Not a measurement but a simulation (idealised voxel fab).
process module | voxel air gaps
cross-section cut | 285 nm wide | cells 5 nm
A cross-section is a grid of square cells, given in bands from the top down. A band is one or more rows of cells.
Each band's line starts with the height of the band's top and of its bottom, in nm. Then come its materials from left to right, each with its width in nm. One material with "throughout" fills the band from edge to edge. "air" is empty space.
Height 0 is the level under which the wafer as received is all one material. The lowest band goes on downwards, as in "0 down".
A width such as "30 to 40" changes by the same amount from each row of cells to the next, from the band's top row to its bottom row.
"no change" after a step means that no cell of the cross-section changed.
closed voids: empty space of 8 cells or more with no open way to the top, each as width x height at its distance from the left edge, in nm
after a step's settings: what the simulator itself notes on the step
overlay nm, on a step with a mask: how far to the right of its planned place the mask lay; to the left if negative
plan
1 op RECEIVE | material Si
2 op CONFORMAL_DEP | material SiO2 | thk nm 10
3 op CONFORMAL_DEP | material SiN | thk nm 5
4 op DIRECTIONAL_DEP | material lowk | thk nm 30
5 op MASKED_ETCH | tone open | mask id LINES | width nm 25 | pitch nm 50 | etch materials lowk | depth nm 30 | overlay nm 0
6 op CONFORMAL_DEP | material TiN | thk nm 5
7 op FILL_DEP | material Ru | thk nm 5
8 op CMP | height nm 45
9 op EPI | material Ru | thk nm 10
10 op SELECTIVE_ETCH | etch materials lowk | depth nm 40
11 op CONFORMAL_DEP | material SiCN | thk nm 5
as received, after step 1
  0 down: Si throughout
  closed voids: none
first wafer at the end, as planned
  60 to 55: air 65 | SiCN 155 | air 65
  55 to 45: air 65 | SiCN 5 | Ru 45 | SiCN 5 | Ru 45 | SiCN 5 | Ru 45 | SiCN 5 | air 65
  45 to 40: air 65 | SiCN 15 | TiN 5 | Ru 15 | TiN 5 | SiCN 25 | TiN 5 | Ru 15 | TiN 5 | SiCN 25 | TiN 5 | Ru 15 | TiN 5 | SiCN 15 | air 65
  40 to 20: air 75 | SiCN 5 | TiN 5 | Ru 15 | TiN 5 | SiCN 5 | air 15 | SiCN 5 | TiN 5 | Ru 15 | TiN 5 | SiCN 5 | air 15 | SiCN 5 | TiN 5 | Ru 15 | TiN 5 | SiCN 5 | air 75
  20 to 15: SiCN 80 | TiN 25 | SiCN 25 | TiN 25 | SiCN 25 | TiN 25 | SiCN 80
  15 to 10: SiN throughout
  10 to 0: SiO2 throughout
  0 down: Si throughout
  closed voids: 15 x 20 at 110; 15 x 20 at 160
second wafer at the end: like start, like plan, one mistake
  60 to 55: SiCN throughout
  55 to 45: Ru 90 | SiCN 5 | Ru 45 | SiCN 5 | Ru 45 | SiCN 5 | Ru 90
  45 to 40: Ru 75 | TiN 5 | SiCN 25 | TiN 5 | Ru 15 | TiN 5 | SiCN 25 | TiN 5 | Ru 15 | TiN 5 | SiCN 25 | TiN 5 | Ru 75
  40 to 20: Ru 75 | TiN 5 | SiCN 5 | air 15 | SiCN 5 | TiN 5 | Ru 15 | TiN 5 | SiCN 5 | air 15 | SiCN 5 | TiN 5 | Ru 15 | TiN 5 | SiCN 5 | air 15 | SiCN 5 | TiN 5 | Ru 75
  20 to 15: TiN 80 | SiCN 25 | TiN 25 | SiCN 25 | TiN 25 | SiCN 25 | TiN 80
  15 to 10: SiN throughout
  10 to 0: SiO2 throughout
  0 down: Si throughout
  closed voids: 15 x 20 at 85; 15 x 20 at 135; 15 x 20 at 185
what went wrong: step 5 ran as: op MASKED_ETCH | tone cover | mask id LINES | width nm 25 | pitch nm 50 | etch materials lowk | depth nm 30 | overlay nm 0
at the end the second wafer has, in cells: 189 more of Ru | 4 fewer of SiCN | 27 more of TiN
closed voids at the end (first wafer, second wafer): 2, 3
